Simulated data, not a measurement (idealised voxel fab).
Process module in this document: voxel lift off
Section shown: cut. Width: 215 nm. Cell size: 5 nm, square.
Reading order for cross-sections: top band down to bottom band. Underlying form: a grid of square cells. Band size: one or more rows of cells. Per band: top height and bottom height in nm, followed by the left-to-right materials and their widths in nm; "all across" marks a single material spanning edge to edge, "empty" marks empty space. Height is counted from the level 0, under which the received wafer is composed throughout of one material. The lowest of the bands is not closed at the bottom but continues downward, in the notation "from 0 down". Note: "30 to 40" means the width goes from the first number (top row of the band) to the second number (bottom row) in equal steps per row of cells. "no modification" -> step changed no cross-section cell. The entry "Sealed voids" lists the empty spaces that cover at least 8 cells and have no open path to the top. Each is written as width x height at distance, where the distance is measured from the left edge and all three values are in nm. Anything after a step's settings on that line? It's the simulator's own note about the step. "overlay nm" denotes, for a step that has a mask, the displacement of the mask to the right of its planned place, with negative values corresponding to the left. In what follows, pairs of cross-sections are presented, each taken before and after one process step, with the after cross-section shown only down to the lowest band that was altered; the step, together with its settings, is stated below the pair. The pairs may stem from different runs of this module on the same starting wafer; accordingly, a pair should be taken as continuing from the one above it solely where its entry headed "Before processing step" indicates as much.
# Before processing step
	from 0 down  Si all across
	Sealed voids: none
# Post-Step Cross-Section
	from 10 to 0  Al2O3 all across
	Under 0: no change, same as before.
	Sealed voids: none
What was done to get from the before section above to the after section? CONFORMAL_DEP, material Al2O3, thk nm 10
Before processing step: check the pair just above; its after cross-section is our before state.
# Post-Step Cross-Section
	from 35 to 10  resist (25) / empty (25) / resist (20) / empty (25) / resist (20) / empty (25) / resist (20) / empty (25) / resist (30)
	Under 10: no change, same as before.
	Sealed voids: none
What was done to get from the before section above to the after section? PATTERN, tone open, mask id LINES, material resist, width nm 25, pitch nm 45, thk nm 25, overlay nm 0
Before processing step: check the pair just above; its after cross-section is our before state.
# Post-Step Cross-Section
	from 50 to 35  Ru (25) / empty (25) / Ru (20) / empty (25) / Ru (20) / empty (25) / Ru (20) / empty (25) / Ru (30)
	from 35 to 25  resist (25) / empty (25) / resist (20) / empty (25) / resist (20) / empty (25) / resist (20) / empty (25) / resist (30)
	from 25 to 10  resist (25) / Ru (25) / resist (20) / Ru (25) / resist (20) / Ru (25) / resist (20) / Ru (25) / resist (30)
	Under 10: no change, same as before.
	Sealed voids: none
What was done to get from the before section above to the after section? DIRECTIONAL_DEP, material Ru, thk nm 15
Before processing step: check the pair just above; its after cross-section is our before state.
# Post-Step Cross-Section
	from 25 to 10  empty (25) / Ru (25) / empty (20) / Ru (25) / empty (20) / Ru (25) / empty (20) / Ru (25) / empty (30)
	Under 10: no change, same as before.
	Sealed voids: none
What was done to get from the before section above to the after section? STRIP, etch materials resist
Before processing step: check the pair just above; its after cross-section is our before state.
# Post-Step Cross-Section
	from 30 to 25  empty (20) / SiCN (35) / empty (10) / SiCN (35) / empty (10) / SiCN (35) / empty (10) / SiCN (35) / empty (25)
	from 25 to 15  empty (20) / SiCN (5) / Ru (25) / SiCN (5) / empty (10) / SiCN (5) / Ru (25) / SiCN (5) / empty (10) / SiCN (5) / Ru (25) / SiCN (5) / empty (10) / SiCN (5) / Ru (25) / SiCN (5) / empty (25)
	from 15 to 10  SiCN (25) / Ru (25) / SiCN (20) / Ru (25) / SiCN (20) / Ru (25) / SiCN (20) / Ru (25) / SiCN (30)
	Under 10: no change, same as before.
	Sealed voids: none
What was done to get from the before section above to the after section? CONFORMAL_DEP, material SiCN, thk nm 5
# Before processing step
	from 0 down  Si all across
	Sealed voids: none
# Post-Step Cross-Section
	from 25 to 0  resist (25) / empty (25) / resist (20) / empty (25) / resist (20) / empty (25) / resist (20) / empty (25) / resist (30)
	Under 0: no change, same as before.
	Sealed voids: none
What was done to get from the before section above to the after section? PATTERN, tone open, mask id LINES, material resist, width nm 25, pitch nm 45, thk nm 25, overlay nm 0
Before processing step: check the pair just above; its after cross-section is our before state.
# Post-Step Cross-Section
	from 40 to 25  Ru (25) / empty (25) / Ru (20) / empty (25) / Ru (20) / empty (25) / Ru (20) / empty (25) / Ru (30)
	from 25 to 15  resist (25) / empty (25) / resist (20) / empty (25) / resist (20) / empty (25) / resist (20) / empty (25) / resist (30)
	from 15 to 0  resist (25) / Ru (25) / resist (20) / Ru (25) / resist (20) / Ru (25) / resist (20) / Ru (25) / resist (30)
	Under 0: no change, same as before.
	Sealed voids: none
What was done to get from the before section above to the after section? DIRECTIONAL_DEP, material Ru, thk nm 15
Before processing step: check the pair just above; its after cross-section is our before state.
# Post-Step Cross-Section
	from 15 to 0  empty (25) / Ru (25) / empty (20) / Ru (25) / empty (20) / Ru (25) / empty (20) / Ru (25) / empty (30)
	Under 0: no change, same as before.
	Sealed voids: none
What was done to get from the before section above to the after section? STRIP, etch materials resist
Before processing step: check the pair just above; its after cross-section is our before state.
# Post-Step Cross-Section
	from 20 to 15  empty (20) / SiCN (35) / empty (10) / SiCN (35) / empty (10) / SiCN (35) / empty (10) / SiCN (35) / empty (25)
	from 15 to 5  empty (20) / SiCN (5) / Ru (25) / SiCN (5) / empty (10) / SiCN (5) / Ru (25) / SiCN (5) / empty (10) / SiCN (5) / Ru (25) / SiCN (5) / empty (10) / SiCN (5) / Ru (25) / SiCN (5) / empty (25)
	from 5 to 0  SiCN (25) / Ru (25) / SiCN (20) / Ru (25) / SiCN (20) / Ru (25) / SiCN (20) / Ru (25) / SiCN (30)
	Under 0: no change, same as before.
	Sealed voids: none
What was done to get from the before section above to the after section? CONFORMAL_DEP, material SiCN, thk nm 5
# Before processing step
	from 35 to 10  resist (25) / empty (25) / resist (20) / empty (25) / resist (20) / empty (25) / resist (20) / empty (25) / resist (30)
	from 10 to 0  Al2O3 all across
	from 0 down  Si all across
	Sealed voids: none
# Post-Step Cross-Section
	from 45 to 35  Ru (25) / empty (25) / Ru (20) / empty (25) / Ru (20) / empty (25) / Ru (20) / empty (25) / Ru (30)
	from 35 to 20  resist (25) / empty (25) / resist (20) / empty (25) / resist (20) / empty (25) / resist (20) / empty (25) / resist (30)
	from 20 to 10  resist (25) / Ru (25) / resist (20) / Ru (25) / resist (20) / Ru (25) / resist (20) / Ru (25) / resist (30)
	Under 10: no change, same as before.
	Sealed voids: none
What was done to get from the before section above to the after section? DIRECTIONAL_DEP, material Ru, thk nm 10
Before processing step: check the pair just above; its after cross-section is our before state.
# Post-Step Cross-Section
	from 20 to 10  empty (25) / Ru (25) / empty (20) / Ru (25) / empty (20) / Ru (25) / empty (20) / Ru (25) / empty (30)
	Under 10: no change, same as before.
	Sealed voids: none
What was done to get from the before section above to the after section? STRIP, etch materials resist
Before processing step: check the pair just above; its after cross-section is our before state.
# Post-Step Cross-Section
	from 25 to 20  empty (20) / SiCN (35) / empty (10) / SiCN (35) / empty (10) / SiCN (35) / empty (10) / SiCN (35) / empty (25)
	from 20 to 15  empty (20) / SiCN (5) / Ru (25) / SiCN (5) / empty (10) / SiCN (5) / Ru (25) / SiCN (5) / empty (10) / SiCN (5) / Ru (25) / SiCN (5) / empty (10) / SiCN (5) / Ru (25) / SiCN (5) / empty (25)
	from 15 to 10  SiCN (25) / Ru (25) / SiCN (20) / Ru (25) / SiCN (20) / Ru (25) / SiCN (20) / Ru (25) / SiCN (30)
	Under 10: no change, same as before.
	Sealed voids: none
What was done to get from the before section above to the after section? CONFORMAL_DEP, material SiCN, thk nm 5
# Before processing step
	from 10 to 0  Al2O3 all across
	from 0 down  Si all across
	Sealed voids: none
# Post-Step Cross-Section
	from 35 to 10  resist (30) / empty (15) / resist (30) / empty (15) / resist (30) / empty (15) / resist (30) / empty (15) / resist (35)
	Under 10: no change, same as before.
	Sealed voids: none
What was done to get from the before section above to the after section? PATTERN, tone open, mask id LINES, material resist, width nm 15, pitch nm 45, thk nm 25, overlay nm 0
Before processing step: check the pair just above; its after cross-section is our before state.
# Post-Step Cross-Section
	from 50 to 35  Ru (30) / empty (15) / Ru (30) / empty (15) / Ru (30) / empty (15) / Ru (30) / empty (15) / Ru (35)
	from 35 to 25  resist (30) / empty (15) / resist (30) / empty (15) / resist (30) / empty (15) / resist (30) / empty (15) / resist (35)
	from 25 to 10  resist (30) / Ru (15) / resist (30) / Ru (15) / resist (30) / Ru (15) / resist (30) / Ru (15) / resist (35)
	Under 10: no change, same as before.
	Sealed voids: none
What was done to get from the before section above to the after section? DIRECTIONAL_DEP, material Ru, thk nm 15
Before processing step: check the pair just above; its after cross-section is our before state.
# Post-Step Cross-Section
	from 25 to 10  empty (30) / Ru (15) / empty (30) / Ru (15) / empty (30) / Ru (15) / empty (30) / Ru (15) / empty (35)
	Under 10: no change, same as before.
	Sealed voids: none
What was done to get from the before section above to the after section? STRIP, etch materials resist
Before processing step: check the pair just above; its after cross-section is our before state.
# Post-Step Cross-Section
	from 30 to 25  empty (25) / SiCN (25) / empty (20) / SiCN (25) / empty (20) / SiCN (25) / empty (20) / SiCN (25) / empty (30)
	from 25 to 15  empty (25) / SiCN (5) / Ru (15) / SiCN (5) / empty (20) / SiCN (5) / Ru (15) / SiCN (5) / empty (20) / SiCN (5) / Ru (15) / SiCN (5) / empty (20) / SiCN (5) / Ru (15) / SiCN (5) / empty (30)
	from 15 to 10  SiCN (30) / Ru (15) / SiCN (30) / Ru (15) / SiCN (30) / Ru (15) / SiCN (30) / Ru (15) / SiCN (35)
	Under 10: no change, same as before.
	Sealed voids: none
What was done to get from the before section above to the after section? CONFORMAL_DEP, material SiCN, thk nm 5
# Before processing step
	from 10 to 0  Al2O3 all across
	from 0 down  Si all across
	Sealed voids: none
# Post-Step Cross-Section
	from 35 to 10  resist (35) / empty (25) / resist (20) / empty (25) / resist (20) / empty (25) / resist (20) / empty (25) / resist (20)
	Under 10: no change, same as before.
	Sealed voids: none
What was done to get from the before section above to the after section? PATTERN, tone open, mask id LINES, material resist, width nm 25, pitch nm 45, thk nm 25, overlay nm 10
Before processing step: check the pair just above; its after cross-section is our before state.
# Post-Step Cross-Section
	from 50 to 35  Ru (35) / empty (25) / Ru (20) / empty (25) / Ru (20) / empty (25) / Ru (20) / empty (25) / Ru (20)
	from 35 to 25  resist (35) / empty (25) / resist (20) / empty (25) / resist (20) / empty (25) / resist (20) / empty (25) / resist (20)
	from 25 to 10  resist (35) / Ru (25) / resist (20) / Ru (25) / resist (20) / Ru (25) / resist (20) / Ru (25) / resist (20)
	Under 10: no change, same as before.
	Sealed voids: none
What was done to get from the before section above to the after section? DIRECTIONAL_DEP, material Ru, thk nm 15
Before processing step: check the pair just above; its after cross-section is our before state.
# Post-Step Cross-Section
	from 25 to 10  empty (35) / Ru (25) / empty (20) / Ru (25) / empty (20) / Ru (25) / empty (20) / Ru (25) / empty (20)
	Under 10: no change, same as before.
	Sealed voids: none
What was done to get from the before section above to the after section? STRIP, etch materials resist
Before processing step: check the pair just above; its after cross-section is our before state.
# Post-Step Cross-Section
	from 30 to 25  empty (30) / SiCN (35) / empty (10) / SiCN (35) / empty (10) / SiCN (35) / empty (10) / SiCN (35) / empty (15)
	from 25 to 15  empty (30) / SiCN (5) / Ru (25) / SiCN (5) / empty (10) / SiCN (5) / Ru (25) / SiCN (5) / empty (10) / SiCN (5) / Ru (25) / SiCN (5) / empty (10) / SiCN (5) / Ru (25) / SiCN (5) / empty (15)
	from 15 to 10  SiCN (35) / Ru (25) / SiCN (20) / Ru (25) / SiCN (20) / Ru (25) / SiCN (20) / Ru (25) / SiCN (20)
	Under 10: no change, same as before.
	Sealed voids: none
What was done to get from the before section above to the after section? CONFORMAL_DEP, material SiCN, thk nm 5
# Before processing step
	from 35 to 10  resist (25) / empty (25) / resist (20) / empty (25) / resist (20) / empty (25) / resist (20) / empty (25) / resist (30)
	from 10 to 0  Al2O3 all across
	from 0 down  Si all across
	Sealed voids: none
# Post-Step Cross-Section
	from 50 to 35  SiCN (25) / empty (25) / SiCN (20) / empty (25) / SiCN (20) / empty (25) / SiCN (20) / empty (25) / SiCN (30)
	from 35 to 25  resist (25) / empty (25) / resist (20) / empty (25) / resist (20) / empty (25) / resist (20) / empty (25) / resist (30)
	from 25 to 10  resist (25) / SiCN (25) / resist (20) / SiCN (25) / resist (20) / SiCN (25) / resist (20) / SiCN (25) / resist (30)
	Under 10: no change, same as before.
	Sealed voids: none
What was done to get from the before section above to the after section? DIRECTIONAL_DEP, material SiCN, thk nm 15
Before processing step: check the pair just above; its after cross-section is our before state.
# Post-Step Cross-Section
	from 25 to 10  empty (25) / SiCN (25) / empty (20) / SiCN (25) / empty (20) / SiCN (25) / empty (20) / SiCN (25) / empty (30)
	Under 10: no change, same as before.
	Sealed voids: none
What was done to get from the before section above to the after section? STRIP, etch materials resist
Before processing step: check the pair just above; its after cross-section is our before state.
# Post-Step Cross-Section
	from 30 to 15  empty (20) / SiCN (35) / empty (10) / SiCN (35) / empty (10) / SiCN (35) / empty (10) / SiCN (35) / empty (25)
	from 15 to 10  SiCN all across
	Under 10: no change, same as before.
	Sealed voids: none
What was done to get from the before section above to the after section? CONFORMAL_DEP, material SiCN, thk nm 5
# Before processing step
	from 10 to 0  Al2O3 all across
	from 0 down  Si all across
	Sealed voids: none
# Post-Step Cross-Section
	from 35 to 10  empty (25) / resist (25) / empty (20) / resist (25) / empty (20) / resist (25) / empty (20) / resist (25) / empty (30)
	Under 10: no change, same as before.
	Sealed voids: none
What was done to get from the before section above to the after section? PATTERN, tone cover, mask id LINES, material resist, width nm 25, pitch nm 45, thk nm 25, overlay nm 0
Before processing step: check the pair just above; its after cross-section is our before state.
# Post-Step Cross-Section
	from 50 to 35  empty (25) / Ru (25) / empty (20) / Ru (25) / empty (20) / Ru (25) / empty (20) / Ru (25) / empty (30)
	from 35 to 25  empty (25) / resist (25) / empty (20) / resist (25) / empty (20) / resist (25) / empty (20) / resist (25) / empty (30)
	from 25 to 10  Ru (25) / resist (25) / Ru (20) / resist (25) / Ru (20) / resist (25) / Ru (20) / resist (25) / Ru (30)
	Under 10: no change, same as before.
	Sealed voids: none
What was done to get from the before section above to the after section? DIRECTIONAL_DEP, material Ru, thk nm 15
Before processing step: check the pair just above; its after cross-section is our before state.
# Post-Step Cross-Section
	from 25 to 10  Ru (25) / empty (25) / Ru (20) / empty (25) / Ru (20) / empty (25) / Ru (20) / empty (25) / Ru (30)
	Under 10: no change, same as before.
	Sealed voids: none
What was done to get from the before section above to the after section? STRIP, etch materials resist
Before processing step: check the pair just above; its after cross-section is our before state.
# Post-Step Cross-Section
	from 30 to 25  SiCN (30) / empty (15) / SiCN (30) / empty (15) / SiCN (30) / empty (15) / SiCN (30) / empty (15) / SiCN (35)
	from 25 to 15  Ru (25) / SiCN (5) / empty (15) / SiCN (5) / Ru (20) / SiCN (5) / empty (15) / SiCN (5) / Ru (20) / SiCN (5) / empty (15) / SiCN (5) / Ru (20) / SiCN (5) / empty (15) / SiCN (5) / Ru (30)
	from 15 to 10  Ru (25) / SiCN (25) / Ru (20) / SiCN (25) / Ru (20) / SiCN (25) / Ru (20) / SiCN (25) / Ru (30)
	Under 10: no change, same as before.
	Sealed voids: none
What was done to get from the before section above to the after section? CONFORMAL_DEP, material SiCN, thk nm 5
